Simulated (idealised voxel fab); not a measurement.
process module | voxel tone inversion
Section cut is 165 nm wide and gridded with 5 nm square cells.
In this document a cross-section is written as a grid of square cells. It is given as a series of bands, listed from the top down, and a band is one or more rows of cells. Look at the band entry: it leads with the top's height and the bottom's height in nm. Then it lists the materials left to right, with a width in nm for each. The word "edge to edge" on a single material says that material fills the band edge to edge. The word "air" is empty space. We count height from 0. Below that, the starting wafer is all one material. The lowest band never ends at the bottom but goes on down; see "0 nm and below" for how that is written. Note: "30->40" means the width goes from the first number (top row of the band) to the second number (bottom row) in equal steps per row of cells. The designation "nothing altered", where it is given for a processing step, indicates that no cell of the cross-section was altered in the course of that step. Any empty space of 8 cells or more lacking an open way to the top shows up in "Sealed void inventory" as width x height at distance, distance from the left edge, in nm. Whatever follows a step's settings on its line is a remark the simulator itself makes about that step. "overlay nm", when on a step's line for a step with a mask, measures how far to the right of its planned place the mask lay; a negative measure means to the left.

**Process steps - plan**
- 1: RECEIVE [material Si]
- 2: CONFORMAL_DEP [material SiCN] [thk nm 10]
- 3: DIRECTIONAL_DEP [material polySi] [thk nm 15]
- 4: PATTERN [tone cover] [mask id POSTS] [material resist] [width nm 15] [pitch nm 30] [thk nm 20] [overlay nm 0]
- 5: DIRECTIONAL_ETCH [etch materials polySi] [depth nm 15]
- 6: STRIP [etch materials resist]
- 7: FILL_DEP [material SiO2] [thk nm 5]
- 8: CMP [height nm 25]
- 9: STRIP [etch materials polySi]

**Received-state cross-section, reflecting completion of step 1**
- 0 nm and below: Si edge to edge
- Sealed void inventory: none

**This is how the wafer looks in cross-section once the module is done, given the starting state and plan above and one mistake in carrying the plan out**
- 25 nm to 20 nm: SiO2 edge to edge
- 20 nm to 10 nm: 30 nm SiO2 / 15 nm polySi / 15 nm SiO2 / 15 nm polySi / 15 nm SiO2 / 15 nm polySi / 15 nm SiO2 / 15 nm polySi / 30 nm SiO2
- 10 nm to 0 nm: SiCN edge to edge
- 0 nm and below: Si edge to edge
- Sealed void inventory: none
Run error: step 3 ran as: DIRECTIONAL_DEP [material polySi] [thk nm 10]
